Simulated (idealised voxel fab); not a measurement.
Proc. module: voxel gate over fins
The width of the displayed cross-section, cut, is 270 nm; its cells are square, with a size of 5 nm.
For the purposes of this document, a cross-section shall be understood as a grid of square cells, specified as bands listed in top-to-bottom order, each band consisting of one or more rows of cells.
What a band's entry tells you: where the top is and where the bottom is, as heights in nm, and after that what lies inside, material by material from left to right, each with its width in nm. Empty space is written as the word "blank", and a single material marked with the word "everywhere" occupies the band from edge to edge.
Height reference: 0 = level under which incoming wafer is all one material. Lowest band: no bottom, runs on downward, e.g. "z 0 and below".
Per-row width for "30 to 40": begins at first number (top row of band), ends at second number (bottom row), increment between rows held constant.
The cross-section has no changed cell in any step marked "no alterations made".
In "Unvented cavities" the enclosed voids are listed, meaning empty spaces of 8 cells or larger without any opening to the top. The form is width x height at distance, distance from the left edge, units nm.
If you see something after the settings on a step's line, that's the simulator's own remark about that step.
overlay nm: for a step with a mask, the amount by which the mask lay right of where it was planned; a negative amount means left of it.
### Set out below are the planned steps of the process
1) RECEIVE: material Si
2) CONFORMAL_DEP: material SiN, thk nm 5
3) PATTERN: tone cover, mask id FINS, material resist, width nm 15, pitch nm 40, thk nm 15, overlay nm 0
4) DIRECTIONAL_ETCH: etch materials SiN, depth nm 5
5) DIRECTIONAL_ETCH: etch materials Si, depth nm 30
6) STRIP: etch materials resist
7) OXIDIZE: depth nm 5
8) FILL_DEP: material SiO2, thk nm 10
9) CMP: height nm 5
10) SELECTIVE_ETCH: etch materials SiO2, depth nm 15
11) STRIP: etch materials SiN
12) CONFORMAL_DEP: material HfO2, thk nm 5
13) CONFORMAL_DEP: material TiN, thk nm 5
14) FILL_DEP: material W, thk nm 10
15) CMP: height nm 15
16) CONFORMAL_DEP: material SiN, thk nm 5
Where the wafers of this document differ is in the width nm of step 3; they start out the same, and the plan states the value that applied to the first wafer.
### The first of several wafers, as received after step 1, seen in section
z 0 and below = Si everywhere
Unvented cavities: none
### For your reference, the table is organized with a row per wafer; each row reflects the wafer at the end of the module, indicating for each material the cells gained (+) or lost (-) since receipt, and thereafter its closed voids
width nm 15 | +66 HfO2 | -357 Si | +54 SiN | +255 SiO2 | +66 TiN | +132 W | Unvented cavities: none
width nm 20 | +66 HfO2 | -336 Si | +54 SiN | +240 SiO2 | +66 TiN | +126 W | Unvented cavities: none
width nm 25 | +66 HfO2 | -315 Si | +54 SiN | +225 SiO2 | +66 TiN | +120 W | Unvented cavities: none
